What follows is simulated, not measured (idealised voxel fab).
process module | voxel ribs on slabs
cross-section cut | 270 nm wide | cells 5 nm
A cross-section is a grid of square cells, given in bands from the top down. A band is one or more rows of cells.
Each band's line starts with the height of the band's top and of its bottom, in nm. Then come its materials from left to right, each with its width in nm. One material with "throughout" fills the band from edge to edge. "air" is empty space.
Height 0 is the level under which the wafer as received is all one material. The lowest band goes on downwards, as in "0 down".
A width such as "30 to 40" changes by the same amount from each row of cells to the next, from the band's top row to its bottom row.
"no change" after a step means that no cell of the cross-section changed.
closed voids: empty space of 8 cells or more with no open way to the top, each as width x height at its distance from the left edge, in nm
after a step's settings: what the simulator itself notes on the step
overlay nm, on a step with a mask: how far to the right of its planned place the mask lay; to the left if negative
plan
1 op RECEIVE | material Si
2 op DIRECTIONAL_DEP | material SiO2 | thk nm 25
3 op DIRECTIONAL_DEP | material polySi | thk nm 25
4 op DIRECTIONAL_DEP | material aC | thk nm 15
5 op PATTERN | tone cover | mask id RIB | material resist | width nm 15 | thk nm 35 | overlay nm 0
6 op DIRECTIONAL_ETCH | etch materials aC | depth nm 15
7 op STRIP | etch materials resist
8 op DIRECTIONAL_ETCH | etch materials polySi | depth nm 15
9 op STRIP | etch materials aC
10 op PATTERN | tone cover | mask id SLAB | material resist | width nm 75 | thk nm 20 | overlay nm 0
11 op DIRECTIONAL_ETCH | etch materials polySi | depth nm 10
12 op STRIP | etch materials resist
13 op FILL_DEP | material SiO2 | thk nm 20
14 op CMP | height nm 60
15 op DIRECTIONAL_DEP | material W | thk nm 5
16 op DIRECTIONAL_DEP | material aC | thk nm 10
17 op PATTERN | tone cover | mask id HEATER | material resist | width nm 25 | thk nm 30 | overlay nm 0
18 op DIRECTIONAL_ETCH | etch materials aC | depth nm 10
19 op STRIP | etch materials resist
20 op DIRECTIONAL_ETCH | etch materials W | depth nm 5
21 op STRIP | etch materials aC
22 op CONFORMAL_DEP | material SiO2 | thk nm 5
first wafer, as planned
as received, after step 1
  0 down: Si throughout
  closed voids: none
after step 2
  25 to 0: SiO2 throughout
  below 0: unchanged
after step 3
  50 to 25: polySi throughout
  below 25: unchanged
after step 4
  65 to 50: aC throughout
  below 50: unchanged
after step 5
  100 to 65: air 125 | resist 15 | air 130
  below 65: unchanged
after step 6
  85 to 65: air 125 | resist 15 | air 130
  65 to 50: air 125 | aC 15 | air 130
  below 50: unchanged
after step 7
  65 to 50: air 125 | aC 15 | air 130
  below 50: unchanged
after step 8
  65 to 50: air 125 | aC 15 | air 130
  50 to 35: air 125 | polySi 15 | air 130
  below 35: unchanged
after step 9
  50 to 35: air 125 | polySi 15 | air 130
  below 35: unchanged
after step 10
  70 to 50: air 95 | resist 75 | air 100
  50 to 35: air 95 | resist 30 | polySi 15 | resist 30 | air 100
  below 35: unchanged
after step 11
  70 to 50: air 95 | resist 75 | air 100
  50 to 35: air 95 | resist 30 | polySi 15 | resist 30 | air 100
  35 to 25: air 95 | polySi 75 | air 100
  below 25: unchanged
after step 12
  50 to 35: air 125 | polySi 15 | air 130
  below 35: unchanged
after step 13
  70 to 50: SiO2 throughout
  50 to 35: SiO2 125 | polySi 15 | SiO2 130
  35 to 25: SiO2 95 | polySi 75 | SiO2 100
  below 25: unchanged
after step 14
  60 to 50: SiO2 throughout
  below 50: unchanged
after step 15
  65 to 60: W throughout
  below 60: unchanged
after step 16
  75 to 65: aC throughout
  below 65: unchanged
after step 17
  105 to 75: air 120 | resist 25 | air 125
  below 75: unchanged
after step 18
  95 to 75: air 120 | resist 25 | air 125
  75 to 65: air 120 | aC 25 | air 125
  below 65: unchanged
after step 19
  75 to 65: air 120 | aC 25 | air 125
  below 65: unchanged
after step 20
  75 to 65: air 120 | aC 25 | air 125
  65 to 60: air 120 | W 25 | air 125
  below 60: unchanged
after step 21
  65 to 60: air 120 | W 25 | air 125
  below 60: unchanged
after step 22
  70 to 65: air 115 | SiO2 35 | air 120
  65 to 60: SiO2 120 | W 25 | SiO2 125
  below 60: unchanged
second wafer: like start, like plan, one mistake. Through step 1 it matches the first wafer
when step 2 should have ended
  50 to 0: SiO2 throughout
  below 0: unchanged
when step 3 should have ended
  75 to 50: polySi throughout
  below 50: unchanged
when step 4 should have ended
  90 to 75: aC throughout
  below 75: unchanged
when step 5 should have ended
  125 to 90: air 125 | resist 15 | air 130
  below 90: unchanged
when step 6 should have ended
  110 to 90: air 125 | resist 15 | air 130
  90 to 75: air 125 | aC 15 | air 130
  below 75: unchanged
when step 7 should have ended
  90 to 75: air 125 | aC 15 | air 130
  below 75: unchanged
when step 8 should have ended
  90 to 75: air 125 | aC 15 | air 130
  75 to 60: air 125 | polySi 15 | air 130
  below 60: unchanged
when step 9 should have ended
  75 to 60: air 125 | polySi 15 | air 130
  below 60: unchanged
when step 10 should have ended
  95 to 75: air 95 | resist 75 | air 100
  75 to 60: air 95 | resist 30 | polySi 15 | resist 30 | air 100
  below 60: unchanged
when step 11 should have ended
  95 to 75: air 95 | resist 75 | air 100
  75 to 60: air 95 | resist 30 | polySi 15 | resist 30 | air 100
  60 to 50: air 95 | polySi 75 | air 100
  below 50: unchanged
when step 12 should have ended
  75 to 60: air 125 | polySi 15 | air 130
  below 60: unchanged
when step 13 should have ended
  95 to 75: SiO2 throughout
  75 to 60: SiO2 125 | polySi 15 | SiO2 130
  60 to 50: SiO2 95 | polySi 75 | SiO2 100
  below 50: unchanged
when step 14 should have ended
  60 to 50: SiO2 95 | polySi 75 | SiO2 100
  below 50: unchanged
when step 15 should have ended
  65 to 60: W throughout
  below 60: unchanged
when step 16 should have ended
  75 to 65: aC throughout
  below 65: unchanged
when step 17 should have ended
  105 to 75: air 120 | resist 25 | air 125
  below 75: unchanged
when step 18 should have ended
  95 to 75: air 120 | resist 25 | air 125
  75 to 65: air 120 | aC 25 | air 125
  below 65: unchanged
when step 19 should have ended
  75 to 65: air 120 | aC 25 | air 125
  below 65: unchanged
when step 20 should have ended
  75 to 65: air 120 | aC 25 | air 125
  65 to 60: air 120 | W 25 | air 125
  below 60: unchanged
when step 21 should have ended
  65 to 60: air 120 | W 25 | air 125
  below 60: unchanged
when step 22 should have ended
  70 to 65: air 115 | SiO2 35 | air 120
  65 to 60: SiO2 120 | W 25 | SiO2 125
  below 60: unchanged
what went wrong: step 2 was run twice
at the end the second wafer has, in cells: 9 more of SiO2 | 9 fewer of polySi
